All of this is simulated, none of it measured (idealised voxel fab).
The following is a process module called voxel capacitor over wiring.
Section cut is 165 nm wide and gridded with 5 nm square cells.
This document writes a cross-section as a grid whose cells are square, and gives it as bands, listed from the top down; one or more rows of cells form a band. In this notation a band is specified by the heights of its top and bottom, in that order and in nm, after which its materials appear from left to right, each paired with its width in nm. The word "full width" attached to a single material means that material fills the band from edge to edge; the word "blank" stands for empty space. Heights are expressed relative to 0, this being the level below which the as-received wafer comprises one material exclusively. The lowest band is unbounded in the downward direction and is denoted as in "0 and below". Width spec "30->40" -> top row of cells at first value, bottom row at second value, equal per-row change in between. Basically "identical to before" means that step didn't change any cell in the cross-section. Closed-off voids of 8+ cells (no open route to the top) go in "Sealed internal cavities", written width x height at distance from the left edge, in nm. Formally, on a step line, whatever follows the settings is a remark that the simulator itself makes on the step. You can add "overlay nm" to a step's line. For a step with a mask, it describes how far the mask lay to the right of its planned position, and a negative number describes a lay to the left.

The process steps that were planned are listed below:
1) RECEIVE | material Si
2) CONFORMAL_DEP | material SiO2 | thk nm 10
3) DIRECTIONAL_DEP | material TiN | thk nm 5
4) DIRECTIONAL_DEP | material W | thk nm 15
5) MASKED_ETCH | tone cover | mask id METAL_1 | width nm 25 | pitch nm 75 | etch materials W | depth nm 15 | overlay nm 0
6) MASKED_ETCH | tone cover | mask id METAL_1 | width nm 25 | pitch nm 75 | etch materials TiN | depth nm 5 | overlay nm 0
7) FILL_DEP | material lowk | thk nm 5
8) CMP | height nm 30
9) CONFORMAL_DEP | material SiCN | thk nm 5
10) DIRECTIONAL_DEP | material lowk | thk nm 20
11) PATTERN | tone open | mask id PLUG_1 | material resist | width nm 15 | thk nm 15 | overlay nm 0
12) DIRECTIONAL_ETCH | etch materials lowk | depth nm 20
13) DIRECTIONAL_ETCH | etch materials SiCN | depth nm 5
14) STRIP | etch materials resist
15) EPI | material Ru | thk nm 10
16) EPI | material Ru | thk nm 10
17) EPI | material Ru | thk nm 5
18) DIRECTIONAL_DEP | material TiN | thk nm 5
19) DIRECTIONAL_DEP | material HfO2 | thk nm 5
20) DIRECTIONAL_DEP | material TiN | thk nm 5
21) PATTERN | tone cover | mask id UPPER_PLATE | material resist | width nm 55 | thk nm 15 | overlay nm 0
22) DIRECTIONAL_ETCH | etch materials TiN | depth nm 5
23) DIRECTIONAL_ETCH | etch materials HfO2 | depth nm 5
24) STRIP | etch materials resist
25) PATTERN | tone cover | mask id LOWER_PLATE | material resist | width nm 65 | thk nm 15 | overlay nm 0
26) DIRECTIONAL_ETCH | etch materials TiN | depth nm 5
27) STRIP | etch materials resist
28) FILL_DEP | material SiO2 | thk nm 15
29) CMP | height nm 80
30) PATTERN | tone open | mask id PLUG_2 | material resist | width nm 15 | thk nm 15 | overlay nm 0
31) DIRECTIONAL_ETCH | etch materials SiO2 | depth nm 10
32) STRIP | etch materials resist
33) CONFORMAL_DEP | material TiN | thk nm 5
34) FILL_DEP | material Ru | thk nm 5
35) CMP | height nm 80
36) CONFORMAL_DEP | material SiCN | thk nm 5

First of two wafers, processed according to plan:

So this is the incoming wafer in cross-section - it's already been through step 1:
0 and below = Si full width
Sealed internal cavities: none

Cross-sectional representation of the wafer at the conclusion of step 2:
10 down to 0 = SiO2 full width
Lower than 0, everything is as it was.

Cross-sectional representation of the wafer at the conclusion of step 3:
15 down to 10 = TiN full width
Lower than 10, everything is as it was.

Cross-sectional representation of the wafer at the conclusion of step 4:
30 down to 15 = W full width
Lower than 15, everything is as it was.

Cross-sectional representation of the wafer at the conclusion of step 5:
30 down to 15 = blank: 30; W: 25; blank: 50; W: 25; blank: 35
Lower than 15, everything is as it was.

Cross-sectional representation of the wafer at the conclusion of step 6:
30 down to 15 = blank: 30; W: 25; blank: 50; W: 25; blank: 35
15 down to 10 = blank: 30; TiN: 25; blank: 50; TiN: 25; blank: 35
Lower than 10, everything is as it was.

Cross-sectional representation of the wafer at the conclusion of step 7:
35 down to 30 = lowk full width
30 down to 15 = lowk: 30; W: 25; lowk: 50; W: 25; lowk: 35
15 down to 10 = lowk: 30; TiN: 25; lowk: 50; TiN: 25; lowk: 35
Lower than 10, everything is as it was.

Cross-sectional representation of the wafer at the conclusion of step 8:
30 down to 15 = lowk: 30; W: 25; lowk: 50; W: 25; lowk: 35
Lower than 15, everything is as it was.

Cross-sectional representation of the wafer at the conclusion of step 9:
35 down to 30 = SiCN full width
Lower than 30, everything is as it was.

Cross-sectional representation of the wafer at the conclusion of step 10:
55 down to 35 = lowk full width
Lower than 35, everything is as it was.

Cross-sectional representation of the wafer at the conclusion of step 11:
70 down to 55 = resist: 40; blank: 15; resist: 110
Lower than 55, everything is as it was.

Cross-sectional representation of the wafer at the conclusion of step 12:
70 down to 55 = resist: 40; blank: 15; resist: 110
55 down to 35 = lowk: 40; blank: 15; lowk: 110
Lower than 35, everything is as it was.

Cross-sectional representation of the wafer at the conclusion of step 13:
70 down to 55 = resist: 40; blank: 15; resist: 110
55 down to 35 = lowk: 40; blank: 15; lowk: 110
35 down to 30 = SiCN: 40; blank: 15; SiCN: 110
Lower than 30, everything is as it was.

Cross-sectional representation of the wafer at the conclusion of step 14:
55 down to 35 = lowk: 40; blank: 15; lowk: 110
Lower than 35, everything is as it was.

Cross-sectional representation of the wafer at the conclusion of step 15:
55 down to 40 = lowk: 40; blank: 15; lowk: 110
40 down to 35 = lowk: 40; Ru: 15; lowk: 110
35 down to 30 = SiCN: 40; Ru: 15; SiCN: 110
Lower than 30, everything is as it was.

Cross-sectional representation of the wafer at the conclusion of step 16:
55 down to 50 = lowk: 40; blank: 15; lowk: 110
50 down to 35 = lowk: 40; Ru: 15; lowk: 110
Lower than 35, everything is as it was.

Cross-sectional representation of the wafer at the conclusion of step 17:
55 down to 35 = lowk: 40; Ru: 15; lowk: 110
Lower than 35, everything is as it was.

Cross-sectional representation of the wafer at the conclusion of step 18:
60 down to 55 = TiN full width
Lower than 55, everything is as it was.

Cross-sectional representation of the wafer at the conclusion of step 19:
65 down to 60 = HfO2 full width
Lower than 60, everything is as it was.

Cross-sectional representation of the wafer at the conclusion of step 20:
70 down to 65 = TiN full width
Lower than 65, everything is as it was.

Cross-sectional representation of the wafer at the conclusion of step 21:
85 down to 70 = blank: 40; resist: 55; blank: 70
Lower than 70, everything is as it was.

Cross-sectional representation of the wafer at the conclusion of step 22:
85 down to 70 = blank: 40; resist: 55; blank: 70
70 down to 65 = blank: 40; TiN: 55; blank: 70
Lower than 65, everything is as it was.

Cross-sectional representation of the wafer at the conclusion of step 23:
85 down to 70 = blank: 40; resist: 55; blank: 70
70 down to 65 = blank: 40; TiN: 55; blank: 70
65 down to 60 = blank: 40; HfO2: 55; blank: 70
Lower than 60, everything is as it was.

Cross-sectional representation of the wafer at the conclusion of step 24:
70 down to 65 = blank: 40; TiN: 55; blank: 70
Lower than 65, everything is as it was.

Cross-sectional representation of the wafer at the conclusion of step 25:
85 down to 70 = blank: 35; resist: 65; blank: 65
70 down to 65 = blank: 35; resist: 5; TiN: 55; resist: 5; blank: 65
65 down to 60 = blank: 35; resist: 5; HfO2: 55; resist: 5; blank: 65
Lower than 60, everything is as it was.

Cross-sectional representation of the wafer at the conclusion of step 26:
85 down to 70 = blank: 35; resist: 65; blank: 65
70 down to 65 = blank: 35; resist: 5; TiN: 55; resist: 5; blank: 65
65 down to 60 = blank: 35; resist: 5; HfO2: 55; resist: 5; blank: 65
60 down to 55 = blank: 35; TiN: 65; blank: 65
Lower than 55, everything is as it was.

Cross-sectional representation of the wafer at the conclusion of step 27:
70 down to 65 = blank: 40; TiN: 55; blank: 70
65 down to 60 = blank: 40; HfO2: 55; blank: 70
Lower than 60, everything is as it was.

Cross-sectional representation of the wafer at the conclusion of step 28:
85 down to 70 = SiO2 full width
70 down to 65 = SiO2: 40; TiN: 55; SiO2: 70
65 down to 60 = SiO2: 40; HfO2: 55; SiO2: 70
60 down to 55 = SiO2: 35; TiN: 65; SiO2: 65
Lower than 55, everything is as it was.

Cross-sectional representation of the wafer at the conclusion of step 29:
80 down to 70 = SiO2 full width
Lower than 70, everything is as it was.

Cross-sectional representation of the wafer at the conclusion of step 30:
95 down to 80 = resist: 50; blank: 15; resist: 100
Lower than 80, everything is as it was.

Cross-sectional representation of the wafer at the conclusion of step 31:
95 down to 80 = resist: 50; blank: 15; resist: 100
80 down to 70 = SiO2: 50; blank: 15; SiO2: 100
Lower than 70, everything is as it was.

Cross-sectional representation of the wafer at the conclusion of step 32:
80 down to 70 = SiO2: 50; blank: 15; SiO2: 100
Lower than 70, everything is as it was.

Cross-sectional representation of the wafer at the conclusion of step 33:
85 down to 80 = TiN: 55; blank: 5; TiN: 105
80 down to 75 = SiO2: 50; TiN: 5; blank: 5; TiN: 5; SiO2: 100
75 down to 65 = SiO2: 50->40; TiN: 15->55; SiO2: 100->70
Lower than 65, everything is as it was.

Cross-sectional representation of the wafer at the conclusion of step 34:
90 down to 85 = Ru full width
85 down to 80 = TiN: 55; Ru: 5; TiN: 105
80 down to 75 = SiO2: 50; TiN: 5; Ru: 5; TiN: 5; SiO2: 100
Lower than 75, everything is as it was.

Cross-sectional representation of the wafer at the conclusion of step 35:
80 down to 75 = SiO2: 50; TiN: 5; Ru: 5; TiN: 5; SiO2: 100
Lower than 75, everything is as it was.

Cross-sectional representation of the wafer at the conclusion of step 36:
85 down to 80 = SiCN full width
Lower than 80, everything is as it was.

Second wafer: same start and same plan as the first, one execution error; identical to the first through step 5:

Planned end of step 6: second wafer, cross-section:
30 down to 15 = blank: 30; W: 25; blank: 50; W: 25; blank: 35
15 down to 10 = blank: 25; TiN: 30; blank: 45; TiN: 30; blank: 35
Lower than 10, everything is as it was.

Planned end of step 7: second wafer, cross-section:
35 down to 30 = lowk full width
30 down to 15 = lowk: 30; W: 25; lowk: 50; W: 25; lowk: 35
15 down to 10 = lowk: 25; TiN: 30; lowk: 45; TiN: 30; lowk: 35
Lower than 10, everything is as it was.

Planned end of step 8: second wafer, cross-section:
30 down to 15 = lowk: 30; W: 25; lowk: 50; W: 25; lowk: 35
Lower than 15, everything is as it was.

Planned end of step 9: second wafer, cross-section:
35 down to 30 = SiCN full width
Lower than 30, everything is as it was.

Planned end of step 10: second wafer, cross-section:
55 down to 35 = lowk full width
Lower than 35, everything is as it was.

Planned end of step 11: second wafer, cross-section:
70 down to 55 = resist: 40; blank: 15; resist: 110
Lower than 55, everything is as it was.

Planned end of step 12: second wafer, cross-section:
70 down to 55 = resist: 40; blank: 15; resist: 110
55 down to 35 = lowk: 40; blank: 15; lowk: 110
Lower than 35, everything is as it was.

Planned end of step 13: second wafer, cross-section:
70 down to 55 = resist: 40; blank: 15; resist: 110
55 down to 35 = lowk: 40; blank: 15; lowk: 110
35 down to 30 = SiCN: 40; blank: 15; SiCN: 110
Lower than 30, everything is as it was.

Planned end of step 14: second wafer, cross-section:
55 down to 35 = lowk: 40; blank: 15; lowk: 110
Lower than 35, everything is as it was.

Planned end of step 15: second wafer, cross-section:
55 down to 40 = lowk: 40; blank: 15; lowk: 110
40 down to 35 = lowk: 40; Ru: 15; lowk: 110
35 down to 30 = SiCN: 40; Ru: 15; SiCN: 110
Lower than 30, everything is as it was.

Planned end of step 16: second wafer, cross-section:
55 down to 50 = lowk: 40; blank: 15; lowk: 110
50 down to 35 = lowk: 40; Ru: 15; lowk: 110
Lower than 35, everything is as it was.

Planned end of step 17: second wafer, cross-section:
55 down to 35 = lowk: 40; Ru: 15; lowk: 110
Lower than 35, everything is as it was.

Planned end of step 18: second wafer, cross-section:
60 down to 55 = TiN full width
Lower than 55, everything is as it was.

Planned end of step 19: second wafer, cross-section:
65 down to 60 = HfO2 full width
Lower than 60, everything is as it was.

Planned end of step 20: second wafer, cross-section:
70 down to 65 = TiN full width
Lower than 65, everything is as it was.

Planned end of step 21: second wafer, cross-section:
85 down to 70 = blank: 40; resist: 55; blank: 70
Lower than 70, everything is as it was.

Planned end of step 22: second wafer, cross-section:
85 down to 70 = blank: 40; resist: 55; blank: 70
70 down to 65 = blank: 40; TiN: 55; blank: 70
Lower than 65, everything is as it was.

Planned end of step 23: second wafer, cross-section:
85 down to 70 = blank: 40; resist: 55; blank: 70
70 down to 65 = blank: 40; TiN: 55; blank: 70
65 down to 60 = blank: 40; HfO2: 55; blank: 70
Lower than 60, everything is as it was.

Planned end of step 24: second wafer, cross-section:
70 down to 65 = blank: 40; TiN: 55; blank: 70
Lower than 65, everything is as it was.

Planned end of step 25: second wafer, cross-section:
85 down to 70 = blank: 35; resist: 65; blank: 65
70 down to 65 = blank: 35; resist: 5; TiN: 55; resist: 5; blank: 65
65 down to 60 = blank: 35; resist: 5; HfO2: 55; resist: 5; blank: 65
Lower than 60, everything is as it was.

Planned end of step 26: second wafer, cross-section:
85 down to 70 = blank: 35; resist: 65; blank: 65
70 down to 65 = blank: 35; resist: 5; TiN: 55; resist: 5; blank: 65
65 down to 60 = blank: 35; resist: 5; HfO2: 55; resist: 5; blank: 65
60 down to 55 = blank: 35; TiN: 65; blank: 65
Lower than 55, everything is as it was.

Planned end of step 27: second wafer, cross-section:
70 down to 65 = blank: 40; TiN: 55; blank: 70
65 down to 60 = blank: 40; HfO2: 55; blank: 70
Lower than 60, everything is as it was.

Planned end of step 28: second wafer, cross-section:
85 down to 70 = SiO2 full width
70 down to 65 = SiO2: 40; TiN: 55; SiO2: 70
65 down to 60 = SiO2: 40; HfO2: 55; SiO2: 70
60 down to 55 = SiO2: 35; TiN: 65; SiO2: 65
Lower than 55, everything is as it was.

Planned end of step 29: second wafer, cross-section:
80 down to 70 = SiO2 full width
Lower than 70, everything is as it was.

Planned end of step 30: second wafer, cross-section:
95 down to 80 = resist: 50; blank: 15; resist: 100
Lower than 80, everything is as it was.

Planned end of step 31: second wafer, cross-section:
95 down to 80 = resist: 50; blank: 15; resist: 100
80 down to 70 = SiO2: 50; blank: 15; SiO2: 100
Lower than 70, everything is as it was.

Planned end of step 32: second wafer, cross-section:
80 down to 70 = SiO2: 50; blank: 15; SiO2: 100
Lower than 70, everything is as it was.

Planned end of step 33: second wafer, cross-section:
85 down to 80 = TiN: 55; blank: 5; TiN: 105
80 down to 75 = SiO2: 50; TiN: 5; blank: 5; TiN: 5; SiO2: 100
75 down to 65 = SiO2: 50->40; TiN: 15->55; SiO2: 100->70
Lower than 65, everything is as it was.

Planned end of step 34: second wafer, cross-section:
90 down to 85 = Ru full width
85 down to 80 = TiN: 55; Ru: 5; TiN: 105
80 down to 75 = SiO2: 50; TiN: 5; Ru: 5; TiN: 5; SiO2: 100
Lower than 75, everything is as it was.

Planned end of step 35: second wafer, cross-section:
80 down to 75 = SiO2: 50; TiN: 5; Ru: 5; TiN: 5; SiO2: 100
Lower than 75, everything is as it was.

Planned end of step 36: second wafer, cross-section:
85 down to 80 = SiCN full width
Lower than 80, everything is as it was.
Short version of what went wrong: step 6 went in with a setting other than planned; the actual run was MASKED_ETCH | tone cover | mask id METAL_1 | width nm 25 | pitch nm 75 | etch materials TiN | depth nm 5 | overlay nm -5
In the final state, the cell counts of the second wafer exceed or fall short of those of the first for the following materials: TiN +2; lowk -2
